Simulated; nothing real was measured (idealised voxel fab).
Process module under the name voxel tone inversion
Section cut is 270 nm wide and gridded with 5 nm square cells.
This document writes a cross-section as a grid whose cells are square, and gives it as bands, listed from the top down; one or more rows of cells form a band.
Per band: top height and bottom height in nm, followed by the left-to-right materials and their widths in nm; "edge to edge" marks a single material spanning edge to edge, "air" marks empty space.
Below 0: as-received wafer, all one material; heights counted from there. Lowest band: no bottom, goes on down, written "0..down".
Width spec "30 to 40" -> top row of cells at first value, bottom row at second value, equal per-row change in between.
Step marked "nothing different"? Then no cell in the cross-section changed in it.
The list in "Enclosed cavity list" covers empty spaces of 8 cells or more that cannot reach the top through any open way, and it gives each as width x height at distance; the distance is from the left edge, and width, height and distance are in nm.
Where a step's line continues beyond its settings, the continuation is a remark by the simulator itself on that step.
On any step carrying a mask, the "overlay nm" setting, if present on the step's line, tells how far right of its planned place the mask lay; negative values point to the left.

**Process steps - plan**
1: RECEIVE, material Si
2: CONFORMAL_DEP, material SiCN, thk nm 5
3: DIRECTIONAL_DEP, material aC, thk nm 15
4: PATTERN, tone cover, mask id POSTS, material resist, width nm 25, pitch nm 55, thk nm 20, overlay nm 0
5: DIRECTIONAL_ETCH, etch materials aC, depth nm 15
6: STRIP, etch materials resist
7: FILL_DEP, material lowk, thk nm 5
8: CMP, height nm 20
9: STRIP, etch materials aC

**Cross-section of the wafer at receipt, which is the condition after step 1**
> 0..down  Si edge to edge
> Enclosed cavity list: none

**Here's the wafer cut in cross-section after the module, started and planned just like above, except one thing was done wrong in the run**
> 20..15  SiCN edge to edge
> 15..0  aC edge to edge
> 0..down  Si edge to edge
> Enclosed cavity list: none
Processing error: steps 2 and 3 were swapped
